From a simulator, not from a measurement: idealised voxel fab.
Process module name: voxel self aligned vias
Square cell edge 5 nm, section width 290 nm, ID cut.
Format of a cross-section: grid, square cells. Given as bands. Order: top down. Band: one or more rows of cells. In this notation a band is specified by the heights of its top and bottom, in that order and in nm, after which its materials appear from left to right, each paired with its width in nm. The word "full width" attached to a single material means that material fills the band from edge to edge; the word "blank" stands for empty space. Heights are measured from 0, the level below which the as-received wafer is all one material; the lowest band has no bottom and continues downward, written as in "z 0 and below". Width spec "30..40" -> top row of cells at first value, bottom row at second value, equal per-row change in between. What does "remains unaltered" mean for a step? It means no cell of the cross-section changed in that step. Entry "Non-vented voids". Content: empty spaces with no open connection to the top, size 8 cells or greater. Each: width x height at distance. Distance: from left edge. Unit: nm. Note: text after step settings on the step line = simulator remark on that step. "overlay nm" on a masked step: distance the mask lay right of its planned place, negative for left.

Listed below are the process steps as planned:
1) RECEIVE (material Si)
2) CONFORMAL_DEP (material SiO2; thk nm 15)
3) CONFORMAL_DEP (material SiCN; thk nm 5)
4) DIRECTIONAL_DEP (material SiO2; thk nm 30)
5) PATTERN (tone open; mask id LINES; material resist; width nm 30; pitch nm 60; thk nm 20; overlay nm 0)
6) DIRECTIONAL_ETCH (etch materials SiO2; depth nm 30)
7) STRIP (etch materials resist)
8) CONFORMAL_DEP (material TiN; thk nm 5)
9) FILL_DEP (material Ru; thk nm 5)
10) CMP (height nm 50)
11) SELECTIVE_ETCH (etch materials W Ru TiN; depth nm 10)
12) FILL_DEP (material SiN; thk nm 10)
13) CMP (height nm 50)
14) DIRECTIONAL_DEP (material SiO2; thk nm 20)
15) PATTERN (tone open; mask id VIAS; material resist; width nm 40; pitch nm 60; thk nm 20; overlay nm 0)
16) DIRECTIONAL_ETCH (etch materials SiO2; depth nm 20)
17) DIRECTIONAL_ETCH (etch materials SiN; depth nm 10)
18) STRIP (etch materials resist)
19) CONFORMAL_DEP (material TiN; thk nm 5)
20) FILL_DEP (material Ru; thk nm 5)
21) CMP (height nm 60)
22) CONFORMAL_DEP (material SiN; thk nm 5)
It is noted that the wafers described herein are identical at the outset and are distinguished by the height nm of step 21; the value stated in the plan corresponds to the first wafer.

Cross-section: the first of several wafers in its as-received state, i.e. following step 1:
z 0 and below: Si full width
Non-vented voids: none

Quick key for the table: a row per wafer, taken at the end of the module. For each material it tells you how many cells the wafer gained (+) or lost (-) since it came in, and the closed voids come after:
height nm 60; +52 Ru; +58 SiCN; +58 SiN; +534 SiO2; +52 TiN; Non-vented voids: none
height nm 65; +64 Ru; +58 SiCN; +58 SiN; +576 SiO2; +56 TiN; Non-vented voids: none
height nm 70; +76 Ru; +58 SiCN; +58 SiN; +618 SiO2; +60 TiN; Non-vented voids: none
height nm 75; +88 Ru; +58 SiCN; +58 SiN; +618 SiO2; +106 TiN; Non-vented voids: none
height nm 80; +146 Ru; +58 SiCN; +58 SiN; +618 SiO2; +106 TiN; Non-vented voids: none
